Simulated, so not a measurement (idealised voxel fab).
The document below concerns the process module designated voxel tone inversion.
Xsec cut, 295 nm wide, square cell size 5 nm.
We lay out every cross-section as a grid of square cells and spell it out in bands from the top down, where one band means one or more rows of cells. Each band's line starts with the height of the band's top and of its bottom, in nm. Then come its materials from left to right, each with its width in nm. One material with "full width" fills the band from edge to edge. "empty" is empty space. Ref level 0: as-received wafer is one material below here. Bottom band extends down with no lower bound ("0..down"). Quick explanation for "30..40": the width changes in equal steps down the rows of cells, from the first number in the band's top row to the second number in its bottom row. "everything unchanged", as given for a step, is the statement that not any cell of the cross-section underwent a change during that step. Closed empty spaces (no open way to the top) of 8 cells or more are what "Voids lacking openings" lists, each as width x height at distance from the left edge, nm for all three. Where a step's line continues beyond its settings, the continuation is a remark by the simulator itself on that step. Each step line may optionally specify "overlay nm", which for a step with a mask gives the rightward distance between the mask's planned place and where it lay, a negative value indicating the leftward direction.
# The process steps that were planned are listed below
- 1: RECEIVE | material Si
- 2: CONFORMAL_DEP | material SiCN | thk nm 5
- 3: DIRECTIONAL_DEP | material aC | thk nm 25
- 4: PATTERN | tone cover | mask id POSTS | material resist | width nm 15 | pitch nm 45 | thk nm 35 | overlay nm 0
- 5: DIRECTIONAL_ETCH | etch materials aC | depth nm 25
- 6: STRIP | etch materials resist
- 7: FILL_DEP | material SiO2 | thk nm 5
- 8: CMP | height nm 30
- 9: STRIP | etch materials aC
# Wafer, first of two, run as planned
# This is the cross-section of the wafer as we received it, i.e. after step 1
  0..down: Si full width
  Voids lacking openings: none
# Cross-sectional representation of the wafer at the conclusion of step 2
  5..0: SiCN full width
  below 0: unchanged
# Cross-sectional representation of the wafer at the conclusion of step 3
  30..5: aC full width
  below 5: unchanged
# Cross-sectional representation of the wafer at the conclusion of step 4
  65..30: 95 nm empty, then 15 nm resist, then 30 nm empty, then 15 nm resist, then 30 nm empty, then 15 nm resist, then 95 nm empty
  below 30: unchanged
# Cross-sectional representation of the wafer at the conclusion of step 5
  40..30: 95 nm empty, then 15 nm resist, then 30 nm empty, then 15 nm resist, then 30 nm empty, then 15 nm resist, then 95 nm empty
  30..5: 95 nm empty, then 15 nm aC, then 30 nm empty, then 15 nm aC, then 30 nm empty, then 15 nm aC, then 95 nm empty
  below 5: unchanged
# Cross-sectional representation of the wafer at the conclusion of step 6
  30..5: 95 nm empty, then 15 nm aC, then 30 nm empty, then 15 nm aC, then 30 nm empty, then 15 nm aC, then 95 nm empty
  below 5: unchanged
# Cross-sectional representation of the wafer at the conclusion of step 7
  35..30: SiO2 full width
  30..5: 95 nm SiO2, then 15 nm aC, then 30 nm SiO2, then 15 nm aC, then 30 nm SiO2, then 15 nm aC, then 95 nm SiO2
  below 5: unchanged
# Cross-sectional representation of the wafer at the conclusion of step 8
  30..5: 95 nm SiO2, then 15 nm aC, then 30 nm SiO2, then 15 nm aC, then 30 nm SiO2, then 15 nm aC, then 95 nm SiO2
  below 5: unchanged
# Cross-sectional representation of the wafer at the conclusion of step 9
  30..5: 95 nm SiO2, then 15 nm empty, then 30 nm SiO2, then 15 nm empty, then 30 nm SiO2, then 15 nm empty, then 95 nm SiO2
  below 5: unchanged
# Wafer two. Same start, same plan, one slip in execution. Same as wafer one through step 2, inclusive
# Second wafer shown in cross-section at the time step 3 was slated to end
  30..0: SiCN full width
  below 0: unchanged
# Second wafer shown in cross-section at the time step 4 was slated to end
  65..30: 95 nm empty, then 15 nm resist, then 30 nm empty, then 15 nm resist, then 30 nm empty, then 15 nm resist, then 95 nm empty
  below 30: unchanged
# Second wafer shown in cross-section at the time step 5 was slated to end
  40..30: 95 nm empty, then 15 nm resist, then 30 nm empty, then 15 nm resist, then 30 nm empty, then 15 nm resist, then 95 nm empty
  below 30: unchanged
# Second wafer shown in cross-section at the time step 6 was slated to end
  30..0: SiCN full width
  below 0: unchanged
# Second wafer shown in cross-section at the time step 7 was slated to end
  35..30: SiO2 full width
  below 30: unchanged
# Second wafer shown in cross-section at the time step 8 was slated to end
  30..0: SiCN full width
  below 0: unchanged
Second wafer shown in cross-section at the time step 9 was slated to end: everything unchanged
The mistake made against the process plan was this: planned and actual differ for step 3; actual: DIRECTIONAL_DEP | material SiCN | thk nm 25
The second wafer ends with more or fewer cells of some materials than the first, per final count: SiCN: 295 more; SiO2: 250 fewer
